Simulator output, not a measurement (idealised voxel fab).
process module | voxel double patterning
cross-section cut | 290 nm wide | cells 5 nm
A cross-section is a grid of square cells, given in bands from the top down. A band is one or more rows of cells.
Each band's line starts with the height of the band's top and of its bottom, in nm. Then come its materials from left to right, each with its width in nm. One material with "throughout" fills the band from edge to edge. "air" is empty space.
Height 0 is the level under which the wafer as received is all one material. The lowest band goes on downwards, as in "0 down".
A width such as "30 to 40" changes by the same amount from each row of cells to the next, from the band's top row to its bottom row.
"no change" after a step means that no cell of the cross-section changed.
closed voids: empty space of 8 cells or more with no open way to the top, each as width x height at its distance from the left edge, in nm
after a step's settings: what the simulator itself notes on the step
overlay nm, on a step with a mask: how far to the right of its planned place the mask lay; to the left if negative
plan
1 op RECEIVE | material Si
2 op CONFORMAL_DEP | material SiN | thk nm 5
3 op DIRECTIONAL_DEP | material SiO2 | thk nm 15
4 op DIRECTIONAL_DEP | material SiCN | thk nm 5
5 op DIRECTIONAL_DEP | material aC | thk nm 10
6 op PATTERN | tone open | mask id FIRST | material resist | width nm 15 | pitch nm 50 | thk nm 30 | overlay nm 0
7 op DIRECTIONAL_ETCH | etch materials aC | depth nm 10
8 op STRIP | etch materials resist
9 op DIRECTIONAL_ETCH | etch materials SiCN | depth nm 5
10 op STRIP | etch materials aC
11 op PATTERN | tone open | mask id SECOND | material resist | width nm 15 | thk nm 20 | overlay nm 0
12 op DIRECTIONAL_ETCH | etch materials SiCN | depth nm 5
13 op STRIP | etch materials resist
14 op DIRECTIONAL_ETCH | etch materials SiO2 | depth nm 15
15 op STRIP | etch materials SiCN
as received, after step 1
  0 down: Si throughout
  closed voids: none
first wafer at the end, as planned
  20 to 5: SiO2 110 | air 15 | SiO2 10 | air 15 | SiO2 10 | air 15 | SiO2 115
  5 to 0: SiN throughout
  0 down: Si throughout
  closed voids: none
second wafer at the end: like start, like plan, one mistake
  35 to 20: SiO2 110 | air 15 | SiO2 10 | air 15 | SiO2 10 | air 15 | SiO2 115
  20 to 5: SiO2 throughout
  5 to 0: SiN throughout
  0 down: Si throughout
  closed voids: none
what went wrong: step 3 was run twice
at the end the second wafer has, in cells: 174 more of SiO2
